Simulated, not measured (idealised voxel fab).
process module | voxel capacitor over wiring
cross-section cut | 200 nm wide | cells 5 nm
A cross-section is a grid of square cells, given in bands from the top down. A band is one or more rows of cells.
Each band's line starts with the height of the band's top and of its bottom, in nm. Then come its materials from left to right, each with its width in nm. One material with "throughout" fills the band from edge to edge. "air" is empty space.
Height 0 is the level under which the wafer as received is all one material. The lowest band goes on downwards, as in "0 down".
A width such as "30 to 40" changes by the same amount from each row of cells to the next, from the band's top row to its bottom row.
"no change" after a step means that no cell of the cross-section changed.
closed voids: empty space of 8 cells or more with no open way to the top, each as width x height at its distance from the left edge, in nm
after a step's settings: what the simulator itself notes on the step
overlay nm, on a step with a mask: how far to the right of its planned place the mask lay; to the left if negative
plan
1 op RECEIVE | material Si
2 op CONFORMAL_DEP | material SiO2 | thk nm 15
3 op DIRECTIONAL_DEP | material TiN | thk nm 5
4 op DIRECTIONAL_DEP | material W | thk nm 25
5 op DIRECTIONAL_DEP | material aC | thk nm 15
6 op PATTERN | tone cover | mask id METAL_1 | material resist | width nm 25 | pitch nm 95 | thk nm 30 | overlay nm 0
7 op DIRECTIONAL_ETCH | etch materials aC | depth nm 15
8 op STRIP | etch materials resist
9 op DIRECTIONAL_ETCH | etch materials W | depth nm 25
10 op DIRECTIONAL_ETCH | etch materials TiN | depth nm 5
11 op STRIP | etch materials aC
12 op FILL_DEP | material SiO2 | thk nm 10
13 op CMP | height nm 45
14 op CONFORMAL_DEP | material SiCN | thk nm 5
15 op DIRECTIONAL_DEP | material lowk | thk nm 20
16 op DIRECTIONAL_DEP | material aC | thk nm 15
17 op PATTERN | tone open | mask id PLUG_1 | material resist | width nm 15 | thk nm 30 | overlay nm 0
18 op DIRECTIONAL_ETCH | etch materials aC | depth nm 15
19 op STRIP | etch materials resist
20 op DIRECTIONAL_ETCH | etch materials lowk | depth nm 20
21 op DIRECTIONAL_ETCH | etch materials SiCN | depth nm 5
22 op STRIP | etch materials aC
23 op CONFORMAL_DEP | material TiN | thk nm 5
24 op FILL_DEP | material Cu | thk nm 5
25 op CMP | height nm 70
26 op DIRECTIONAL_DEP | material TiN | thk nm 10
27 op DIRECTIONAL_DEP | material HfO2 | thk nm 5
28 op DIRECTIONAL_DEP | material TiN | thk nm 5
29 op MASKED_ETCH | tone cover | mask id UPPER_PLATE | width nm 75 | etch materials TiN | depth nm 5 | overlay nm 0
30 op MASKED_ETCH | tone cover | mask id UPPER_PLATE | width nm 75 | etch materials HfO2 | depth nm 5 | overlay nm 0
31 op MASKED_ETCH | tone cover | mask id LOWER_PLATE | width nm 85 | etch materials TiN | depth nm 10 | overlay nm 0
32 op FILL_DEP | material SiO2 | thk nm 15
33 op CMP | height nm 100
34 op PATTERN | tone open | mask id PLUG_2 | material resist | width nm 15 | thk nm 20 | overlay nm 0
35 op DIRECTIONAL_ETCH | etch materials SiO2 | depth nm 10
36 op STRIP | etch materials resist
37 op CONFORMAL_DEP | material TiN | thk nm 5
38 op FILL_DEP | material W | thk nm 5
39 op CMP | height nm 100
40 op CONFORMAL_DEP | material SiN | thk nm 5
first wafer, as planned
as received, after step 1
  0 down: Si throughout
  closed voids: none
after step 2
  15 to 0: SiO2 throughout
  below 0: unchanged
after step 3
  20 to 15: TiN throughout
  below 15: unchanged
after step 4
  45 to 20: W throughout
  below 20: unchanged
after step 5
  60 to 45: aC throughout
  below 45: unchanged
after step 6
  90 to 60: air 40 | resist 25 | air 70 | resist 25 | air 40
  below 60: unchanged
after step 7
  75 to 60: air 40 | resist 25 | air 70 | resist 25 | air 40
  60 to 45: air 40 | aC 25 | air 70 | aC 25 | air 40
  below 45: unchanged
after step 8
  60 to 45: air 40 | aC 25 | air 70 | aC 25 | air 40
  below 45: unchanged
after step 9
  60 to 45: air 40 | aC 25 | air 70 | aC 25 | air 40
  45 to 20: air 40 | W 25 | air 70 | W 25 | air 40
  below 20: unchanged
after step 10
  60 to 45: air 40 | aC 25 | air 70 | aC 25 | air 40
  45 to 20: air 40 | W 25 | air 70 | W 25 | air 40
  20 to 15: air 40 | TiN 25 | air 70 | TiN 25 | air 40
  below 15: unchanged
after step 11
  45 to 20: air 40 | W 25 | air 70 | W 25 | air 40
  below 20: unchanged
after step 12
  55 to 45: SiO2 throughout
  45 to 20: SiO2 40 | W 25 | SiO2 70 | W 25 | SiO2 40
  20 to 15: SiO2 40 | TiN 25 | SiO2 70 | TiN 25 | SiO2 40
  below 15: unchanged
after step 13
  45 to 20: SiO2 40 | W 25 | SiO2 70 | W 25 | SiO2 40
  below 20: unchanged
after step 14
  50 to 45: SiCN throughout
  below 45: unchanged
after step 15
  70 to 50: lowk throughout
  below 50: unchanged
after step 16
  85 to 70: aC throughout
  below 70: unchanged
after step 17
  115 to 85: resist 50 | air 15 | resist 135
  below 85: unchanged
after step 18
  100 to 85: resist 50 | air 15 | resist 135
  85 to 70: aC 50 | air 15 | aC 135
  below 70: unchanged
after step 19
  85 to 70: aC 50 | air 15 | aC 135
  below 70: unchanged
after step 20
  85 to 70: aC 50 | air 15 | aC 135
  70 to 50: lowk 50 | air 15 | lowk 135
  below 50: unchanged
after step 21
  85 to 70: aC 50 | air 15 | aC 135
  70 to 50: lowk 50 | air 15 | lowk 135
  50 to 45: SiCN 50 | air 15 | SiCN 135
  below 45: unchanged
after step 22
  70 to 50: lowk 50 | air 15 | lowk 135
  below 50: unchanged
after step 23
  75 to 70: TiN 55 | air 5 | TiN 140
  70 to 50: lowk 50 | TiN 5 | air 5 | TiN 5 | lowk 135
  50 to 45: SiCN 50 | TiN 15 | SiCN 135
  below 45: unchanged
after step 24
  80 to 75: Cu throughout
  75 to 70: TiN 55 | Cu 5 | TiN 140
  70 to 50: lowk 50 | TiN 5 | Cu 5 | TiN 5 | lowk 135
  below 50: unchanged
after step 25
  70 to 50: lowk 50 | TiN 5 | Cu 5 | TiN 5 | lowk 135
  below 50: unchanged
after step 26
  80 to 70: TiN throughout
  below 70: unchanged
after step 27
  85 to 80: HfO2 throughout
  below 80: unchanged
after step 28
  90 to 85: TiN throughout
  below 85: unchanged
after step 29
  90 to 85: air 50 | TiN 75 | air 75
  below 85: unchanged
after step 30
  90 to 85: air 50 | TiN 75 | air 75
  85 to 80: air 50 | HfO2 75 | air 75
  below 80: unchanged
after step 31
  90 to 85: air 50 | TiN 75 | air 75
  85 to 80: air 50 | HfO2 75 | air 75
  80 to 70: air 45 | TiN 85 | air 70
  below 70: unchanged
after step 32
  105 to 90: SiO2 throughout
  90 to 85: SiO2 50 | TiN 75 | SiO2 75
  85 to 80: SiO2 50 | HfO2 75 | SiO2 75
  80 to 70: SiO2 45 | TiN 85 | SiO2 70
  below 70: unchanged
after step 33
  100 to 90: SiO2 throughout
  below 90: unchanged
after step 34
  120 to 100: resist 60 | air 15 | resist 125
  below 100: unchanged
after step 35
  120 to 100: resist 60 | air 15 | resist 125
  100 to 90: SiO2 60 | air 15 | SiO2 125
  below 90: unchanged
after step 36
  100 to 90: SiO2 60 | air 15 | SiO2 125
  below 90: unchanged
after step 37
  105 to 100: TiN 65 | air 5 | TiN 130
  100 to 95: SiO2 60 | TiN 5 | air 5 | TiN 5 | SiO2 125
  95 to 85: SiO2 60 to 50 | TiN 15 to 75 | SiO2 125 to 75
  below 85: unchanged
after step 38
  110 to 105: W throughout
  105 to 100: TiN 65 | W 5 | TiN 130
  100 to 95: SiO2 60 | TiN 5 | W 5 | TiN 5 | SiO2 125
  below 95: unchanged
after step 39
  100 to 95: SiO2 60 | TiN 5 | W 5 | TiN 5 | SiO2 125
  below 95: unchanged
after step 40
  105 to 100: SiN throughout
  below 100: unchanged
second wafer: like start, like plan, one mistake. Through step 5 it matches the first wafer
when step 6 should have ended
  90 to 60: resist 40 | air 25 | resist 70 | air 25 | resist 40
  below 60: unchanged
when step 7 should have ended
  75 to 60: resist 40 | air 25 | resist 70 | air 25 | resist 40
  60 to 45: aC 40 | air 25 | aC 70 | air 25 | aC 40
  below 45: unchanged
when step 8 should have ended
  60 to 45: aC 40 | air 25 | aC 70 | air 25 | aC 40
  below 45: unchanged
when step 9 should have ended
  60 to 45: aC 40 | air 25 | aC 70 | air 25 | aC 40
  45 to 20: W 40 | air 25 | W 70 | air 25 | W 40
  below 20: unchanged
when step 10 should have ended
  60 to 45: aC 40 | air 25 | aC 70 | air 25 | aC 40
  45 to 20: W 40 | air 25 | W 70 | air 25 | W 40
  20 to 15: TiN 40 | air 25 | TiN 70 | air 25 | TiN 40
  below 15: unchanged
when step 11 should have ended
  45 to 20: W 40 | air 25 | W 70 | air 25 | W 40
  below 20: unchanged
when step 12 should have ended
  55 to 45: SiO2 throughout
  45 to 20: W 40 | SiO2 25 | W 70 | SiO2 25 | W 40
  20 to 15: TiN 40 | SiO2 25 | TiN 70 | SiO2 25 | TiN 40
  below 15: unchanged
when step 13 should have ended
  45 to 20: W 40 | SiO2 25 | W 70 | SiO2 25 | W 40
  below 20: unchanged
when step 14 should have ended
  50 to 45: SiCN throughout
  below 45: unchanged
when step 15 should have ended
  70 to 50: lowk throughout
  below 50: unchanged
when step 16 should have ended
  85 to 70: aC throughout
  below 70: unchanged
when step 17 should have ended
  115 to 85: resist 50 | air 15 | resist 135
  below 85: unchanged
when step 18 should have ended
  100 to 85: resist 50 | air 15 | resist 135
  85 to 70: aC 50 | air 15 | aC 135
  below 70: unchanged
when step 19 should have ended
  85 to 70: aC 50 | air 15 | aC 135
  below 70: unchanged
when step 20 should have ended
  85 to 70: aC 50 | air 15 | aC 135
  70 to 50: lowk 50 | air 15 | lowk 135
  below 50: unchanged
when step 21 should have ended
  85 to 70: aC 50 | air 15 | aC 135
  70 to 50: lowk 50 | air 15 | lowk 135
  50 to 45: SiCN 50 | air 15 | SiCN 135
  below 45: unchanged
when step 22 should have ended
  70 to 50: lowk 50 | air 15 | lowk 135
  below 50: unchanged
when step 23 should have ended
  75 to 70: TiN 55 | air 5 | TiN 140
  70 to 50: lowk 50 | TiN 5 | air 5 | TiN 5 | lowk 135
  50 to 45: SiCN 50 | TiN 15 | SiCN 135
  below 45: unchanged
when step 24 should have ended
  80 to 75: Cu throughout
  75 to 70: TiN 55 | Cu 5 | TiN 140
  70 to 50: lowk 50 | TiN 5 | Cu 5 | TiN 5 | lowk 135
  below 50: unchanged
when step 25 should have ended
  70 to 50: lowk 50 | TiN 5 | Cu 5 | TiN 5 | lowk 135
  below 50: unchanged
when step 26 should have ended
  80 to 70: TiN throughout
  below 70: unchanged
when step 27 should have ended
  85 to 80: HfO2 throughout
  below 80: unchanged
when step 28 should have ended
  90 to 85: TiN throughout
  below 85: unchanged
when step 29 should have ended
  90 to 85: air 50 | TiN 75 | air 75
  below 85: unchanged
when step 30 should have ended
  90 to 85: air 50 | TiN 75 | air 75
  85 to 80: air 50 | HfO2 75 | air 75
  below 80: unchanged
when step 31 should have ended
  90 to 85: air 50 | TiN 75 | air 75
  85 to 80: air 50 | HfO2 75 | air 75
  80 to 70: air 45 | TiN 85 | air 70
  below 70: unchanged
when step 32 should have ended
  105 to 90: SiO2 throughout
  90 to 85: SiO2 50 | TiN 75 | SiO2 75
  85 to 80: SiO2 50 | HfO2 75 | SiO2 75
  80 to 70: SiO2 45 | TiN 85 | SiO2 70
  below 70: unchanged
when step 33 should have ended
  100 to 90: SiO2 throughout
  below 90: unchanged
when step 34 should have ended
  120 to 100: resist 60 | air 15 | resist 125
  below 100: unchanged
when step 35 should have ended
  120 to 100: resist 60 | air 15 | resist 125
  100 to 90: SiO2 60 | air 15 | SiO2 125
  below 90: unchanged
when step 36 should have ended
  100 to 90: SiO2 60 | air 15 | SiO2 125
  below 90: unchanged
when step 37 should have ended
  105 to 100: TiN 65 | air 5 | TiN 130
  100 to 95: SiO2 60 | TiN 5 | air 5 | TiN 5 | SiO2 125
  95 to 85: SiO2 60 to 50 | TiN 15 to 75 | SiO2 125 to 75
  below 85: unchanged
when step 38 should have ended
  110 to 105: W throughout
  105 to 100: TiN 65 | W 5 | TiN 130
  100 to 95: SiO2 60 | TiN 5 | W 5 | TiN 5 | SiO2 125
  below 95: unchanged
when step 39 should have ended
  100 to 95: SiO2 60 | TiN 5 | W 5 | TiN 5 | SiO2 125
  below 95: unchanged
when step 40 should have ended
  105 to 100: SiN throughout
  below 100: unchanged
what went wrong: step 6 ran as: op PATTERN | tone open | mask id METAL_1 | material resist | width nm 25 | pitch nm 95 | thk nm 30 | overlay nm 0
at the end the second wafer has, in cells: 120 fewer of SiO2 | 20 more of TiN | 100 more of W
